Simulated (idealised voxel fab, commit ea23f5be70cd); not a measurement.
process module | voxel wiring stack
cross-section cut | 295 nm wide | cells 5 nm
A cross-section is a grid of square cells, given in bands from the top down. A band is one or more rows of cells.
Each band's line starts with the height of the band's top and of its bottom, in nm. Then come its materials from left to right, each with its width in nm. One material with "throughout" fills the band from edge to edge. "air" is empty space.
Height 0 is the level under which the wafer as received is all one material. The lowest band goes on downwards, as in "0 down".
A width such as "30 to 40" changes by the same amount from each row of cells to the next, from the band's top row to its bottom row.
"no change" after a step means that no cell of the cross-section changed.
closed voids: empty space of 8 cells or more with no open way to the top, each as width x height at its distance from the left edge, in nm
after a step's settings: what the simulator itself notes on the step
overlay nm, on a step with a mask: how far to the right of its planned place the mask lay; to the left if negative
plan
1 op RECEIVE | material Si
2 op CONFORMAL_DEP | material SiO2 | thk nm 10
3 op CONFORMAL_DEP | material SiCN | thk nm 5
4 op DIRECTIONAL_DEP | material lowk | thk nm 25
5 op PATTERN | tone open | mask id METAL_1 | material resist | width nm 25 | pitch nm 45 | thk nm 15 | overlay nm 0
6 op DIRECTIONAL_ETCH | etch materials lowk | depth nm 25
7 op DIRECTIONAL_ETCH | etch materials SiCN | depth nm 5
8 op STRIP | etch materials resist
9 op CONFORMAL_DEP | material TiN | thk nm 5
10 op FILL_DEP | material Cu | thk nm 5
11 op CMP | height nm 40
12 op CONFORMAL_DEP | material SiCN | thk nm 5
13 op DIRECTIONAL_DEP | material lowk | thk nm 15
14 op DIRECTIONAL_DEP | material aC | thk nm 15
15 op PATTERN | tone open | mask id PLUG_1 | material resist | width nm 15 | thk nm 35 | overlay nm 0
16 op DIRECTIONAL_ETCH | etch materials aC | depth nm 15
17 op STRIP | etch materials resist
18 op DIRECTIONAL_ETCH | etch materials lowk | depth nm 15
19 op DIRECTIONAL_ETCH | etch materials SiCN | depth nm 5
20 op STRIP | etch materials aC
21 op EPI | material Ru | thk nm 10
22 op EPI | material Ru | thk nm 10
23 op CONFORMAL_DEP | material SiCN | thk nm 5
24 op DIRECTIONAL_DEP | material lowk | thk nm 15
25 op PATTERN | tone open | mask id METAL_2 | material resist | width nm 25 | pitch nm 45 | thk nm 20 | overlay nm 0
26 op DIRECTIONAL_ETCH | etch materials lowk | depth nm 15
27 op DIRECTIONAL_ETCH | etch materials SiCN | depth nm 5
28 op STRIP | etch materials resist
29 op CONFORMAL_DEP | material TiN | thk nm 5
30 op FILL_DEP | material Ru | thk nm 5
31 op CMP | height nm 80
32 op CONFORMAL_DEP | material SiCN | thk nm 5
33 op DIRECTIONAL_DEP | material SiO2 | thk nm 20
34 op PATTERN | tone open | mask id PLUG_2 | material resist | width nm 15 | thk nm 20 | overlay nm 0
35 op DIRECTIONAL_ETCH | etch materials SiO2 | depth nm 20
36 op DIRECTIONAL_ETCH | etch materials SiCN | depth nm 5
37 op STRIP | etch materials resist
38 op CONFORMAL_DEP | material TiN | thk nm 5
39 op FILL_DEP | material Cu | thk nm 5
40 op CMP | height nm 105
41 op DIRECTIONAL_DEP | material TiN | thk nm 5
42 op DIRECTIONAL_DEP | material Ru | thk nm 25
43 op DIRECTIONAL_DEP | material aC | thk nm 10
44 op PATTERN | tone cover | mask id METAL_3 | material resist | width nm 25 | pitch nm 45 | thk nm 25 | overlay nm 0
45 op DIRECTIONAL_ETCH | etch materials aC | depth nm 10
46 op STRIP | etch materials resist
47 op DIRECTIONAL_ETCH | etch materials Ru | depth nm 25
48 op DIRECTIONAL_ETCH | etch materials TiN | depth nm 5
49 op STRIP | etch materials aC
50 op CONFORMAL_DEP | material SiN | thk nm 5
51 op FILL_DEP | material SiO2 | thk nm 5
52 op CMP | height nm 135
53 op CONFORMAL_DEP | material SiN | thk nm 5
as received, after step 1
  0 down: Si throughout
  closed voids: none
a wafer at the end: this start, this plan, one mistake
  140 to 135: SiN throughout
  135 to 110: SiO2 105 | SiN 5 | Ru 25 | SiN 5 | SiO2 10 | SiN 5 | Ru 25 | SiN 5 | SiO2 110
  110 to 105: SiN 110 | TiN 25 | SiN 20 | TiN 25 | SiN 115
  105 to 85: SiO2 110 | TiN 5 | Cu 5 | TiN 5 | SiO2 170
  85 to 80: SiCN 110 | TiN 15 | SiCN 170
  80 to 65: lowk 110 | TiN 5 | Ru 15 | TiN 5 | lowk 20 | TiN 5 | Ru 15 | TiN 5 | lowk 115
  65 to 60: SiCN 110 | TiN 25 | SiCN 20 | TiN 25 | SiCN 115
  60 to 45: lowk 110 | Ru 15 | lowk 170
  45 to 40: SiCN 110 | Ru 15 | SiCN 170
  40 to 35: Cu throughout
  35 to 30: TiN 115 | Cu 15 | TiN 30 | Cu 15 | TiN 120
  30 to 5: lowk 110 | TiN 5 | Cu 15 | TiN 5 | lowk 20 | TiN 5 | Cu 15 | TiN 5 | lowk 115
  5 to 0: SiCN 110 | TiN 25 | SiCN 20 | TiN 25 | SiCN 115
  0 down: Si throughout
  closed voids: none
what went wrong: step 2 was left out
